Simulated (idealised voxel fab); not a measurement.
The name of this process module is voxel self aligned vias.
We display cut, a cross-section 155 nm in width whose square cells are each 5 nm.
We lay out every cross-section as a grid of square cells and spell it out in bands from the top down, where one band means one or more rows of cells.
Band: top height; bottom height; in nm. Then, left to right: material with width in nm, for each material. "throughout": a single material spanning edge to edge. "empty": empty space.
Counting heights begins at 0, where everything beneath is, in the wafer as received, one material. The lowest band has no bottom; it goes on downwards, as "0 -> down" shows.
It should be noted that a width expressed as "30 to 40" varies in equal increments from row to row of cells within the band, taking the value of the first number at the top row and that of the second number at the bottom row.
"left unchanged" means the step left every cell of the cross-section as it was.
In "Sealed internal cavities" the enclosed voids are listed, meaning empty spaces of 8 cells or larger without any opening to the top. The form is width x height at distance, distance from the left edge, units nm.
The remark found on a step's line after its settings is issued by the simulator itself and pertains to that step.
overlay nm: how far to the right of its planned place the mask lay on this masked step (negative: to the left).
Heads up before you read on: it's before/after pairs around one process step each, after side only down to the lowest band that changed, step plus settings under the pair. Pairs can be from different runs of this module, same starting wafer, so only chain a pair onto the one above if its "Pre-step section" entry says so.
**Pre-step section**
	0 -> down | Si throughout
	Sealed internal cavities: none
**After the Step**
	10 -> 0 | SiO2 throughout
	Whatever lies below 0 is exactly as it was before.
	Sealed internal cavities: none
The structure goes from the before cross-section above to the after cross-section through CONFORMAL_DEP with material SiO2, thk nm 10
Pre-step section: no separate figure, the pair right above already shows it after its step.
**After the Step**
	15 -> 10 | SiCN throughout
	Whatever lies below 10 is exactly as it was before.
	Sealed internal cavities: none
The structure goes from the before cross-section above to the after cross-section through CONFORMAL_DEP with material SiCN, thk nm 5
Pre-step section: no separate figure, the pair right above already shows it after its step.
**After the Step**
	35 -> 15 | SiO2 throughout
	Whatever lies below 15 is exactly as it was before.
	Sealed internal cavities: none
The structure goes from the before cross-section above to the after cross-section through DIRECTIONAL_DEP with material SiO2, thk nm 20
Pre-step section: no separate figure, the pair right above already shows it after its step.
**After the Step**
	50 -> 35 | aC throughout
	Whatever lies below 35 is exactly as it was before.
	Sealed internal cavities: none
The structure goes from the before cross-section above to the after cross-section through DIRECTIONAL_DEP with material aC, thk nm 15
Pre-step section: no separate figure, the pair right above already shows it after its step.
**After the Step**
	85 -> 50 | resist 35, then empty 25, then resist 35, then empty 25, then resist 35
	Whatever lies below 50 is exactly as it was before.
	Sealed internal cavities: none
The structure goes from the before cross-section above to the after cross-section through PATTERN with tone open, mask id LINES, material resist, width nm 25, pitch nm 60, thk nm 35, overlay nm 0
Pre-step section: no separate figure, the pair right above already shows it after its step.
**After the Step**
	70 -> 50 | resist 35, then empty 25, then resist 35, then empty 25, then resist 35
	50 -> 35 | aC 35, then empty 25, then aC 35, then empty 25, then aC 35
	Whatever lies below 35 is exactly as it was before.
	Sealed internal cavities: none
The structure goes from the before cross-section above to the after cross-section through DIRECTIONAL_ETCH with etch materials aC, depth nm 15
Pre-step section: no separate figure, the pair right above already shows it after its step.
**After the Step**
	50 -> 35 | aC 35, then empty 25, then aC 35, then empty 25, then aC 35
	Whatever lies below 35 is exactly as it was before.
	Sealed internal cavities: none
The structure goes from the before cross-section above to the after cross-section through STRIP with etch materials resist
Pre-step section: no separate figure, the pair right above already shows it after its step.
**After the Step**
	50 -> 35 | aC 35, then empty 25, then aC 35, then empty 25, then aC 35
	35 -> 15 | SiO2 35, then empty 25, then SiO2 35, then empty 25, then SiO2 35
	Whatever lies below 15 is exactly as it was before.
	Sealed internal cavities: none
The structure goes from the before cross-section above to the after cross-section through DIRECTIONAL_ETCH with etch materials SiO2, depth nm 20
Pre-step section: no separate figure, the pair right above already shows it after its step.
**After the Step**
	35 -> 15 | SiO2 35, then empty 25, then SiO2 35, then empty 25, then SiO2 35
	Whatever lies below 15 is exactly as it was before.
	Sealed internal cavities: none
The structure goes from the before cross-section above to the after cross-section through STRIP with etch materials aC
Pre-step section: no separate figure, the pair right above already shows it after its step.
**After the Step**
	40 -> 35 | TiN 40, then empty 15, then TiN 45, then empty 15, then TiN 40
	35 -> 20 | SiO2 35, then TiN 5, then empty 15, then TiN 5, then SiO2 35, then TiN 5, then empty 15, then TiN 5, then SiO2 35
	20 -> 15 | SiO2 35, then TiN 25, then SiO2 35, then TiN 25, then SiO2 35
	Whatever lies below 15 is exactly as it was before.
	Sealed internal cavities: none
The structure goes from the before cross-section above to the after cross-section through CONFORMAL_DEP with material TiN, thk nm 5
Pre-step section: no separate figure, the pair right above already shows it after its step.
**After the Step**
	50 -> 40 | W throughout
	40 -> 35 | TiN 40, then W 15, then TiN 45, then W 15, then TiN 40
	35 -> 20 | SiO2 35, then TiN 5, then W 15, then TiN 5, then SiO2 35, then TiN 5, then W 15, then TiN 5, then SiO2 35
	Whatever lies below 20 is exactly as it was before.
	Sealed internal cavities: none
The structure goes from the before cross-section above to the after cross-section through FILL_DEP with material W, thk nm 10
Pre-step section: no separate figure, the pair right above already shows it after its step.
**After the Step**
	35 -> 20 | SiO2 35, then TiN 5, then W 15, then TiN 5, then SiO2 35, then TiN 5, then W 15, then TiN 5, then SiO2 35
	Whatever lies below 20 is exactly as it was before.
	Sealed internal cavities: none
The structure goes from the before cross-section above to the after cross-section through CMP with height nm 35
Pre-step section: no separate figure, the pair right above already shows it after its step.
**After the Step**
	35 -> 25 | SiO2 35, then empty 25, then SiO2 35, then empty 25, then SiO2 35
	Whatever lies below 25 is exactly as it was before.
	Sealed internal cavities: none
The structure goes from the before cross-section above to the after cross-section through SELECTIVE_ETCH with etch materials W Ru TiN, depth nm 10
Pre-step section: no separate figure, the pair right above already shows it after its step.
**After the Step**
	45 -> 35 | SiN throughout
	35 -> 25 | SiO2 35, then SiN 25, then SiO2 35, then SiN 25, then SiO2 35
	Whatever lies below 25 is exactly as it was before.
	Sealed internal cavities: none
The structure goes from the before cross-section above to the after cross-section through FILL_DEP with material SiN, thk nm 10
Pre-step section: no separate figure, the pair right above already shows it after its step.
**After the Step**
	35 -> 25 | SiO2 35, then SiN 25, then SiO2 35, then SiN 25, then SiO2 35
	Whatever lies below 25 is exactly as it was before.
	Sealed internal cavities: none
The structure goes from the before cross-section above to the after cross-section through CMP with height nm 35
Pre-step section: no separate figure, the pair right above already shows it after its step.
**After the Step**
	50 -> 35 | SiO2 throughout
	Whatever lies below 35 is exactly as it was before.
	Sealed internal cavities: none
The structure goes from the before cross-section above to the after cross-section through DIRECTIONAL_DEP with material SiO2, thk nm 15
Pre-step section: no separate figure, the pair right above already shows it after its step.
**After the Step**
	65 -> 50 | resist 30, then empty 35, then resist 25, then empty 35, then resist 30
	Whatever lies below 50 is exactly as it was before.
	Sealed internal cavities: none
The structure goes from the before cross-section above to the after cross-section through PATTERN with tone open, mask id VIAS, material resist, width nm 35, pitch nm 60, thk nm 15, overlay nm 0
Pre-step section: no separate figure, the pair right above already shows it after its step.
**After the Step**
	65 -> 50 | resist 30, then empty 35, then resist 25, then empty 35, then resist 30
	50 -> 35 | SiO2 30, then empty 35, then SiO2 25, then empty 35, then SiO2 30
	Whatever lies below 35 is exactly as it was before.
	Sealed internal cavities: none
The structure goes from the before cross-section above to the after cross-section through DIRECTIONAL_ETCH with etch materials SiO2, depth nm 15
Pre-step section: no separate figure, the pair right above already shows it after its step.
**After the Step**
	65 -> 50 | resist 30, then empty 35, then resist 25, then empty 35, then resist 30
	50 -> 35 | SiO2 30, then empty 35, then SiO2 25, then empty 35, then SiO2 30
	35 -> 25 | SiO2 35, then empty 25, then SiO2 35, then empty 25, then SiO2 35
	Whatever lies below 25 is exactly as it was before.
	Sealed internal cavities: none
The structure goes from the before cross-section above to the after cross-section through DIRECTIONAL_ETCH with etch materials SiN, depth nm 10
Pre-step section: no separate figure, the pair right above already shows it after its step.
**After the Step**
	50 -> 35 | SiO2 30, then empty 35, then SiO2 25, then empty 35, then SiO2 30
	Whatever lies below 35 is exactly as it was before.
	Sealed internal cavities: none
The structure goes from the before cross-section above to the after cross-section through STRIP with etch materials resist
Pre-step section: no separate figure, the pair right above already shows it after its step.
**After the Step**
	55 -> 50 | TiN 35, then empty 25, then TiN 35, then empty 25, then TiN 35
	50 -> 40 | SiO2 30, then TiN 5, then empty 25, then TiN 5, then SiO2 25, then TiN 5, then empty 25, then TiN 5, then SiO2 30
	40 -> 30 | SiO2 30 to 35, then TiN 10 to 5, then empty 15, then TiN 10 to 5, then SiO2 25 to 35, then TiN 10 to 5, then empty 15, then TiN 10 to 5, then SiO2 30 to 35
	30 -> 25 | SiO2 35, then TiN 25, then SiO2 35, then TiN 25, then SiO2 35
	Whatever lies below 25 is exactly as it was before.
	Sealed internal cavities: none
The structure goes from the before cross-section above to the after cross-section through CONFORMAL_DEP with material TiN, thk nm 5
Pre-step section: no separate figure, the pair right above already shows it after its step.
**After the Step**
	60 -> 55 | W throughout
	55 -> 50 | TiN 35, then W 25, then TiN 35, then W 25, then TiN 35
	50 -> 40 | SiO2 30, then TiN 5, then W 25, then TiN 5, then SiO2 25, then TiN 5, then W 25, then TiN 5, then SiO2 30
	40 -> 30 | SiO2 30 to 35, then TiN 10 to 5, then W 15, then TiN 10 to 5, then SiO2 25 to 35, then TiN 10 to 5, then W 15, then TiN 10 to 5, then SiO2 30 to 35
	Whatever lies below 30 is exactly as it was before.
	Sealed internal cavities: none
The structure goes from the before cross-section above to the after cross-section through FILL_DEP with material W, thk nm 5
Pre-step section: no separate figure, the pair right above already shows it after its step.
**After the Step**
	50 -> 40 | SiO2 30, then TiN 5, then W 25, then TiN 5, then SiO2 25, then TiN 5, then W 25, then TiN 5, then SiO2 30
	Whatever lies below 40 is exactly as it was before.
	Sealed internal cavities: none
The structure goes from the before cross-section above to the after cross-section through CMP with height nm 50
Pre-step section: no separate figure, the pair right above already shows it after its step.
**After the Step**
	55 -> 50 | SiCN throughout
	Whatever lies below 50 is exactly as it was before.
	Sealed internal cavities: none
The structure goes from the before cross-section above to the after cross-section through CONFORMAL_DEP with material SiCN, thk nm 5
**Pre-step section**
	10 -> 0 | SiO2 throughout
	0 -> down | Si throughout
	Sealed internal cavities: none
**After the Step**
	30 -> 0 | SiO2 throughout
	Whatever lies below 0 is exactly as it was before.
	Sealed internal cavities: none
The structure goes from the before cross-section above to the after cross-section through DIRECTIONAL_DEP with material SiO2, thk nm 20
Pre-step section: no separate figure, the pair right above already shows it after its step.
**After the Step**
	45 -> 30 | aC throughout
	Whatever lies below 30 is exactly as it was before.
	Sealed internal cavities: none
The structure goes from the before cross-section above to the after cross-section through DIRECTIONAL_DEP with material aC, thk nm 15
Pre-step section: no separate figure, the pair right above already shows it after its step.
**After the Step**
	80 -> 45 | resist 35, then empty 25, then resist 35, then empty 25, then resist 35
	Whatever lies below 45 is exactly as it was before.
	Sealed internal cavities: none
The structure goes from the before cross-section above to the after cross-section through PATTERN with tone open, mask id LINES, material resist, width nm 25, pitch nm 60, thk nm 35, overlay nm 0
Pre-step section: no separate figure, the pair right above already shows it after its step.
**After the Step**
	65 -> 45 | resist 35, then empty 25, then resist 35, then empty 25, then resist 35
	45 -> 30 | aC 35, then empty 25, then aC 35, then empty 25, then aC 35
	Whatever lies below 30 is exactly as it was before.
	Sealed internal cavities: none
The structure goes from the before cross-section above to the after cross-section through DIRECTIONAL_ETCH with etch materials aC, depth nm 15
Pre-step section: no separate figure, the pair right above already shows it after its step.
**After the Step**
	45 -> 30 | aC 35, then empty 25, then aC 35, then empty 25, then aC 35
	Whatever lies below 30 is exactly as it was before.
	Sealed internal cavities: none
The structure goes from the before cross-section above to the after cross-section through STRIP with etch materials resist
Pre-step section: no separate figure, the pair right above already shows it after its step.
**After the Step**
	45 -> 30 | aC 35, then empty 25, then aC 35, then empty 25, then aC 35
	30 -> 10 | SiO2 35, then empty 25, then SiO2 35, then empty 25, then SiO2 35
	Whatever lies below 10 is exactly as it was before.
	Sealed internal cavities: none
The structure goes from the before cross-section above to the after cross-section through DIRECTIONAL_ETCH with etch materials SiO2, depth nm 20
Pre-step section: no separate figure, the pair right above already shows it after its step.
**After the Step**
	30 -> 10 | SiO2 35, then empty 25, then SiO2 35, then empty 25, then SiO2 35
	Whatever lies below 10 is exactly as it was before.
	Sealed internal cavities: none
The structure goes from the before cross-section above to the after cross-section through STRIP with etch materials aC
Pre-step section: no separate figure, the pair right above already shows it after its step.
**After the Step**
	35 -> 30 | TiN 40, then empty 15, then TiN 45, then empty 15, then TiN 40
	30 -> 15 | SiO2 35, then TiN 5, then empty 15, then TiN 5, then SiO2 35, then TiN 5, then empty 15, then TiN 5, then SiO2 35
	15 -> 10 | SiO2 35, then TiN 25, then SiO2 35, then TiN 25, then SiO2 35
	Whatever lies below 10 is exactly as it was before.
	Sealed internal cavities: none
The structure goes from the before cross-section above to the after cross-section through CONFORMAL_DEP with material TiN, thk nm 5
Pre-step section: no separate figure, the pair right above already shows it after its step.
**After the Step**
	45 -> 35 | W throughout
	35 -> 30 | TiN 40, then W 15, then TiN 45, then W 15, then TiN 40
	30 -> 15 | SiO2 35, then TiN 5, then W 15, then TiN 5, then SiO2 35, then TiN 5, then W 15, then TiN 5, then SiO2 35
	Whatever lies below 15 is exactly as it was before.
	Sealed internal cavities: none
The structure goes from the before cross-section above to the after cross-section through FILL_DEP with material W, thk nm 10
Pre-step section: no separate figure, the pair right above already shows it after its step.
**After the Step**
	35 -> 30 | TiN 40, then W 15, then TiN 45, then W 15, then TiN 40
	Whatever lies below 30 is exactly as it was before.
	Sealed internal cavities: none
The structure goes from the before cross-section above to the after cross-section through CMP with height nm 35
Pre-step section: no separate figure, the pair right above already shows it after its step.
**After the Step**
	30 -> 25 | SiO2 35, then empty 25, then SiO2 35, then empty 25, then SiO2 35
	Whatever lies below 25 is exactly as it was before.
	Sealed internal cavities: none
The structure goes from the before cross-section above to the after cross-section through SELECTIVE_ETCH with etch materials W Ru TiN, depth nm 10
Pre-step section: no separate figure, the pair right above already shows it after its step.
**After the Step**
	40 -> 30 | SiN throughout
	30 -> 25 | SiO2 35, then SiN 25, then SiO2 35, then SiN 25, then SiO2 35
	Whatever lies below 25 is exactly as it was before.
	Sealed internal cavities: none
The structure goes from the before cross-section above to the after cross-section through FILL_DEP with material SiN, thk nm 10
Pre-step section: no separate figure, the pair right above already shows it after its step.
**After the Step**
	35 -> 30 | SiN throughout
	Whatever lies below 30 is exactly as it was before.
	Sealed internal cavities: none
The structure goes from the before cross-section above to the after cross-section through CMP with height nm 35
Pre-step section: no separate figure, the pair right above already shows it after its step.
**After the Step**
	50 -> 35 | SiO2 throughout
	Whatever lies below 35 is exactly as it was before.
	Sealed internal cavities: none
The structure goes from the before cross-section above to the after cross-section through DIRECTIONAL_DEP with material SiO2, thk nm 15
Pre-step section: no separate figure, the pair right above already shows it after its step.
**After the Step**
	65 -> 50 | resist 30, then empty 35, then resist 25, then empty 35, then resist 30
	Whatever lies below 50 is exactly as it was before.
	Sealed internal cavities: none
The structure goes from the before cross-section above to the after cross-section through PATTERN with tone open, mask id VIAS, material resist, width nm 35, pitch nm 60, thk nm 15, overlay nm 0
Pre-step section: no separate figure, the pair right above already shows it after its step.
**After the Step**
	65 -> 50 | resist 30, then empty 35, then resist 25, then empty 35, then resist 30
	50 -> 35 | SiO2 30, then empty 35, then SiO2 25, then empty 35, then SiO2 30
	Whatever lies below 35 is exactly as it was before.
	Sealed internal cavities: none
The structure goes from the before cross-section above to the after cross-section through DIRECTIONAL_ETCH with etch materials SiO2, depth nm 15
Pre-step section: no separate figure, the pair right above already shows it after its step.
**After the Step**
	65 -> 50 | resist 30, then empty 35, then resist 25, then empty 35, then resist 30
	50 -> 35 | SiO2 30, then empty 35, then SiO2 25, then empty 35, then SiO2 30
	35 -> 30 | SiN 30, then empty 35, then SiN 25, then empty 35, then SiN 30
	30 -> 25 | SiO2 35, then empty 25, then SiO2 35, then empty 25, then SiO2 35
	Whatever lies below 25 is exactly as it was before.
	Sealed internal cavities: none
The structure goes from the before cross-section above to the after cross-section through DIRECTIONAL_ETCH with etch materials SiN, depth nm 10
Pre-step section: no separate figure, the pair right above already shows it after its step.
**After the Step**
	50 -> 35 | SiO2 30, then empty 35, then SiO2 25, then empty 35, then SiO2 30
	Whatever lies below 35 is exactly as it was before.
	Sealed internal cavities: none
The structure goes from the before cross-section above to the after cross-section through STRIP with etch materials resist
Pre-step section: no separate figure, the pair right above already shows it after its step.
**After the Step**
	55 -> 50 | TiN 35, then empty 25, then TiN 35, then empty 25, then TiN 35
	50 -> 35 | SiO2 30, then TiN 5, then empty 25, then TiN 5, then SiO2 25, then TiN 5, then empty 25, then TiN 5, then SiO2 30
	35 -> 30 | SiN 30, then TiN 10, then empty 15, then TiN 10, then SiN 25, then TiN 10, then empty 15, then TiN 10, then SiN 30
	30 -> 25 | SiO2 35, then TiN 25, then SiO2 35, then TiN 25, then SiO2 35
	Whatever lies below 25 is exactly as it was before.
	Sealed internal cavities: none
The structure goes from the before cross-section above to the after cross-section through CONFORMAL_DEP with material TiN, thk nm 5
Pre-step section: no separate figure, the pair right above already shows it after its step.
**After the Step**
	60 -> 55 | W throughout
	55 -> 50 | TiN 35, then W 25, then TiN 35, then W 25, then TiN 35
	50 -> 35 | SiO2 30, then TiN 5, then W 25, then TiN 5, then SiO2 25, then TiN 5, then W 25, then TiN 5, then SiO2 30
	35 -> 30 | SiN 30, then TiN 10, then W 15, then TiN 10, then SiN 25, then TiN 10, then W 15, then TiN 10, then SiN 30
	Whatever lies below 30 is exactly as it was before.
	Sealed internal cavities: none
The structure goes from the before cross-section above to the after cross-section through FILL_DEP with material W, thk nm 5
Pre-step section: no separate figure, the pair right above already shows it after its step.
**After the Step**
	50 -> 35 | SiO2 30, then TiN 5, then W 25, then TiN 5, then SiO2 25, then TiN 5, then W 25, then TiN 5, then SiO2 30
	Whatever lies below 35 is exactly as it was before.
	Sealed internal cavities: none
The structure goes from the before cross-section above to the after cross-section through CMP with height nm 50
Pre-step section: no separate figure, the pair right above already shows it after its step.
**After the Step**
	55 -> 50 | SiCN throughout
	Whatever lies below 50 is exactly as it was before.
	Sealed internal cavities: none
The structure goes from the before cross-section above to the after cross-section through CONFORMAL_DEP with material SiCN, thk nm 5
**Pre-step section**
	65 -> 50 | resist 30, then empty 35, then resist 25, then empty 35, then resist 30
	50 -> 35 | SiO2 30, then empty 35, then SiO2 25, then empty 35, then SiO2 30
	35 -> 25 | SiO2 35, then SiN 25, then SiO2 35, then SiN 25, then SiO2 35
	25 -> 20 | SiO2 35, then TiN 5, then W 15, then TiN 5, then SiO2 35, then TiN 5, then W 15, then TiN 5, then SiO2 35
	20 -> 15 | SiO2 35, then TiN 25, then SiO2 35, then TiN 25, then SiO2 35
	15 -> 10 | SiCN throughout
	10 -> 0 | SiO2 throughout
	0 -> down | Si throughout
	Sealed internal cavities: none
**After the Step**
	65 -> 50 | resist 30, then empty 35, then resist 25, then empty 35, then resist 30
	50 -> 35 | SiO2 30, then empty 35, then SiO2 25, then empty 35, then SiO2 30
	35 -> 25 | SiO2 30, then empty 5, then SiN 25, then empty 5, then SiO2 25, then empty 5, then SiN 25, then empty 5, then SiO2 30
	25 -> 20 | SiO2 30, then empty 5, then TiN 5, then W 15, then TiN 5, then empty 5, then SiO2 25, then empty 5, then TiN 5, then W 15, then TiN 5, then empty 5, then SiO2 30
	Whatever lies below 20 is exactly as it was before.
	Sealed internal cavities: none
The structure goes from the before cross-section above to the after cross-section through DIRECTIONAL_ETCH with etch materials SiO2, depth nm 15
Pre-step section: no separate figure, the pair right above already shows it after its step.
**After the Step**
	65 -> 50 | resist 30, then empty 35, then resist 25, then empty 35, then resist 30
	50 -> 25 | SiO2 30, then empty 35, then SiO2 25, then empty 35, then SiO2 30
	Whatever lies below 25 is exactly as it was before.
	Sealed internal cavities: none
The structure goes from the before cross-section above to the after cross-section through DIRECTIONAL_ETCH with etch materials SiN, depth nm 10
Pre-step section: no separate figure, the pair right above already shows it after its step.
**After the Step**
	50 -> 25 | SiO2 30, then empty 35, then SiO2 25, then empty 35, then SiO2 30
	Whatever lies below 25 is exactly as it was before.
	Sealed internal cavities: none
The structure goes from the before cross-section above to the after cross-section through STRIP with etch materials resist
Pre-step section: no separate figure, the pair right above already shows it after its step.
**After the Step**
	55 -> 50 | TiN 35, then empty 25, then TiN 35, then empty 25, then TiN 35
	50 -> 30 | SiO2 30, then TiN 5, then empty 25, then TiN 5, then SiO2 25, then TiN 5, then empty 25, then TiN 5, then SiO2 30
	30 -> 25 | SiO2 30, then TiN 35, then SiO2 25, then TiN 35, then SiO2 30
	25 -> 20 | SiO2 30, then TiN 10, then W 15, then TiN 10, then SiO2 25, then TiN 10, then W 15, then TiN 10, then SiO2 30
	Whatever lies below 20 is exactly as it was before.
	Sealed internal cavities: none
The structure goes from the before cross-section above to the after cross-section through CONFORMAL_DEP with material TiN, thk nm 5
Pre-step section: no separate figure, the pair right above already shows it after its step.
**After the Step**
	60 -> 55 | W throughout
	55 -> 50 | TiN 35, then W 25, then TiN 35, then W 25, then TiN 35
	50 -> 30 | SiO2 30, then TiN 5, then W 25, then TiN 5, then SiO2 25, then TiN 5, then W 25, then TiN 5, then SiO2 30
	Whatever lies below 30 is exactly as it was before.
	Sealed internal cavities: none
The structure goes from the before cross-section above to the after cross-section through FILL_DEP with material W, thk nm 5
Pre-step section: no separate figure, the pair right above already shows it after its step.
**After the Step**
	50 -> 30 | SiO2 30, then TiN 5, then W 25, then TiN 5, then SiO2 25, then TiN 5, then W 25, then TiN 5, then SiO2 30
	Whatever lies below 30 is exactly as it was before.
	Sealed internal cavities: none
The structure goes from the before cross-section above to the after cross-section through CMP with height nm 50
Pre-step section: no separate figure, the pair right above already shows it after its step.
**After the Step**
	55 -> 50 | SiCN throughout
	Whatever lies below 50 is exactly as it was before.
	Sealed internal cavities: none
The structure goes from the before cross-section above to the after cross-section through CONFORMAL_DEP with material SiCN, thk nm 5
**Pre-step section**
	0 -> down | Si throughout
	Sealed internal cavities: none
**After the Step**
	5 -> 0 | SiCN throughout
	Whatever lies below 0 is exactly as it was before.
	Sealed internal cavities: none
The structure goes from the before cross-section above to the after cross-section through CONFORMAL_DEP with material SiCN, thk nm 5
Pre-step section: no separate figure, the pair right above already shows it after its step.
**After the Step**
	15 -> 5 | SiO2 throughout
	Whatever lies below 5 is exactly as it was before.
	Sealed internal cavities: none
The structure goes from the before cross-section above to the after cross-section through CONFORMAL_DEP with material SiO2, thk nm 10
Pre-step section: no separate figure, the pair right above already shows it after its step.
**After the Step**
	35 -> 5 | SiO2 throughout
	Whatever lies below 5 is exactly as it was before.
	Sealed internal cavities: none
The structure goes from the before cross-section above to the after cross-section through DIRECTIONAL_DEP with material SiO2, thk nm 20
Pre-step section: no separate figure, the pair right above already shows it after its step.
**After the Step**
	50 -> 35 | aC throughout
	Whatever lies below 35 is exactly as it was before.
	Sealed internal cavities: none
The structure goes from the before cross-section above to the after cross-section through DIRECTIONAL_DEP with material aC, thk nm 15
Pre-step section: no separate figure, the pair right above already shows it after its step.
**After the Step**
	85 -> 50 | resist 35, then empty 25, then resist 35, then empty 25, then resist 35
	Whatever lies below 50 is exactly as it was before.
	Sealed internal cavities: none
The structure goes from the before cross-section above to the after cross-section through PATTERN with tone open, mask id LINES, material resist, width nm 25, pitch nm 60, thk nm 35, overlay nm 0
Pre-step section: no separate figure, the pair right above already shows it after its step.
**After the Step**
	70 -> 50 | resist 35, then empty 25, then resist 35, then empty 25, then resist 35
	50 -> 35 | aC 35, then empty 25, then aC 35, then empty 25, then aC 35
	Whatever lies below 35 is exactly as it was before.
	Sealed internal cavities: none
The structure goes from the before cross-section above to the after cross-section through DIRECTIONAL_ETCH with etch materials aC, depth nm 15
Pre-step section: no separate figure, the pair right above already shows it after its step.
**After the Step**
	50 -> 35 | aC 35, then empty 25, then aC 35, then empty 25, then aC 35
	Whatever lies below 35 is exactly as it was before.
	Sealed internal cavities: none
The structure goes from the before cross-section above to the after cross-section through STRIP with etch materials resist
Pre-step section: no separate figure, the pair right above already shows it after its step.
**After the Step**
	50 -> 35 | aC 35, then empty 25, then aC 35, then empty 25, then aC 35
	35 -> 15 | SiO2 35, then empty 25, then SiO2 35, then empty 25, then SiO2 35
	Whatever lies below 15 is exactly as it was before.
	Sealed internal cavities: none
The structure goes from the before cross-section above to the after cross-section through DIRECTIONAL_ETCH with etch materials SiO2, depth nm 20
Pre-step section: no separate figure, the pair right above already shows it after its step.
**After the Step**
	35 -> 15 | SiO2 35, then empty 25, then SiO2 35, then empty 25, then SiO2 35
	Whatever lies below 15 is exactly as it was before.
	Sealed internal cavities: none
The structure goes from the before cross-section above to the after cross-section through STRIP with etch materials aC
Pre-step section: no separate figure, the pair right above already shows it after its step.
**After the Step**
	40 -> 35 | TiN 40, then empty 15, then TiN 45, then empty 15, then TiN 40
	35 -> 20 | SiO2 35, then TiN 5, then empty 15, then TiN 5, then SiO2 35, then TiN 5, then empty 15, then TiN 5, then SiO2 35
	20 -> 15 | SiO2 35, then TiN 25, then SiO2 35, then TiN 25, then SiO2 35
	Whatever lies below 15 is exactly as it was before.
	Sealed internal cavities: none
The structure goes from the before cross-section above to the after cross-section through CONFORMAL_DEP with material TiN, thk nm 5
Pre-step section: no separate figure, the pair right above already shows it after its step.
**After the Step**
	50 -> 40 | W throughout
	40 -> 35 | TiN 40, then W 15, then TiN 45, then W 15, then TiN 40
	35 -> 20 | SiO2 35, then TiN 5, then W 15, then TiN 5, then SiO2 35, then TiN 5, then W 15, then TiN 5, then SiO2 35
	Whatever lies below 20 is exactly as it was before.
	Sealed internal cavities: none
The structure goes from the before cross-section above to the after cross-section through FILL_DEP with material W, thk nm 10
Pre-step section: no separate figure, the pair right above already shows it after its step.
**After the Step**
	35 -> 20 | SiO2 35, then TiN 5, then W 15, then TiN 5, then SiO2 35, then TiN 5, then W 15, then TiN 5, then SiO2 35
	Whatever lies below 20 is exactly as it was before.
	Sealed internal cavities: none
The structure goes from the before cross-section above to the after cross-section through CMP with height nm 35
Pre-step section: no separate figure, the pair right above already shows it after its step.
**After the Step**
	35 -> 25 | SiO2 35, then empty 25, then SiO2 35, then empty 25, then SiO2 35
	Whatever lies below 25 is exactly as it was before.
	Sealed internal cavities: none
The structure goes from the before cross-section above to the after cross-section through SELECTIVE_ETCH with etch materials W Ru TiN, depth nm 10
Pre-step section: no separate figure, the pair right above already shows it after its step.
**After the Step**
	45 -> 35 | SiN throughout
	35 -> 25 | SiO2 35, then SiN 25, then SiO2 35, then SiN 25, then SiO2 35
	Whatever lies below 25 is exactly as it was before.
	Sealed internal cavities: none
The structure goes from the before cross-section above to the after cross-section through FILL_DEP with material SiN, thk nm 10
Pre-step section: no separate figure, the pair right above already shows it after its step.
**After the Step**
	35 -> 25 | SiO2 35, then SiN 25, then SiO2 35, then SiN 25, then SiO2 35
	Whatever lies below 25 is exactly as it was before.
	Sealed internal cavities: none
The structure goes from the before cross-section above to the after cross-section through CMP with height nm 35
Pre-step section: no separate figure, the pair right above already shows it after its step.
**After the Step**
	50 -> 35 | SiO2 throughout
	Whatever lies below 35 is exactly as it was before.
	Sealed internal cavities: none
The structure goes from the before cross-section above to the after cross-section through DIRECTIONAL_DEP with material SiO2, thk nm 15
Pre-step section: no separate figure, the pair right above already shows it after its step.
**After the Step**
	65 -> 50 | resist 30, then empty 35, then resist 25, then empty 35, then resist 30
	Whatever lies below 50 is exactly as it was before.
	Sealed internal cavities: none
The structure goes from the before cross-section above to the after cross-section through PATTERN with tone open, mask id VIAS, material resist, width nm 35, pitch nm 60, thk nm 15, overlay nm 0
Pre-step section: no separate figure, the pair right above already shows it after its step.
**After the Step**
	65 -> 50 | resist 30, then empty 35, then resist 25, then empty 35, then resist 30
	50 -> 35 | SiO2 30, then empty 35, then SiO2 25, then empty 35, then SiO2 30
	Whatever lies below 35 is exactly as it was before.
	Sealed internal cavities: none
The structure goes from the before cross-section above to the after cross-section through DIRECTIONAL_ETCH with etch materials SiO2, depth nm 15
Pre-step section: no separate figure, the pair right above already shows it after its step.
**After the Step**
	65 -> 50 | resist 30, then empty 35, then resist 25, then empty 35, then resist 30
	50 -> 35 | SiO2 30, then empty 35, then SiO2 25, then empty 35, then SiO2 30
	35 -> 25 | SiO2 35, then empty 25, then SiO2 35, then empty 25, then SiO2 35
	Whatever lies below 25 is exactly as it was before.
	Sealed internal cavities: none
The structure goes from the before cross-section above to the after cross-section through DIRECTIONAL_ETCH with etch materials SiN, depth nm 10
Pre-step section: no separate figure, the pair right above already shows it after its step.
**After the Step**
	50 -> 35 | SiO2 30, then empty 35, then SiO2 25, then empty 35, then SiO2 30
	Whatever lies below 35 is exactly as it was before.
	Sealed internal cavities: none
The structure goes from the before cross-section above to the after cross-section through STRIP with etch materials resist
Pre-step section: no separate figure, the pair right above already shows it after its step.
**After the Step**
	55 -> 50 | TiN 35, then empty 25, then TiN 35, then empty 25, then TiN 35
	50 -> 40 | SiO2 30, then TiN 5, then empty 25, then TiN 5, then SiO2 25, then TiN 5, then empty 25, then TiN 5, then SiO2 30
	40 -> 30 | SiO2 30 to 35, then TiN 10 to 5, then empty 15, then TiN 10 to 5, then SiO2 25 to 35, then TiN 10 to 5, then empty 15, then TiN 10 to 5, then SiO2 30 to 35
	30 -> 25 | SiO2 35, then TiN 25, then SiO2 35, then TiN 25, then SiO2 35
	Whatever lies below 25 is exactly as it was before.
	Sealed internal cavities: none
The structure goes from the before cross-section above to the after cross-section through CONFORMAL_DEP with material TiN, thk nm 5
Pre-step section: no separate figure, the pair right above already shows it after its step.
**After the Step**
	60 -> 55 | W throughout
	55 -> 50 | TiN 35, then W 25, then TiN 35, then W 25, then TiN 35
	50 -> 40 | SiO2 30, then TiN 5, then W 25, then TiN 5, then SiO2 25, then TiN 5, then W 25, then TiN 5, then SiO2 30
	40 -> 30 | SiO2 30 to 35, then TiN 10 to 5, then W 15, then TiN 10 to 5, then SiO2 25 to 35, then TiN 10 to 5, then W 15, then TiN 10 to 5, then SiO2 30 to 35
	Whatever lies below 30 is exactly as it was before.
	Sealed internal cavities: none
The structure goes from the before cross-section above to the after cross-section through FILL_DEP with material W, thk nm 5
Pre-step section: no separate figure, the pair right above already shows it after its step.
**After the Step**
	50 -> 40 | SiO2 30, then TiN 5, then W 25, then TiN 5, then SiO2 25, then TiN 5, then W 25, then TiN 5, then SiO2 30
	Whatever lies below 40 is exactly as it was before.
	Sealed internal cavities: none
The structure goes from the before cross-section above to the after cross-section through CMP with height nm 50
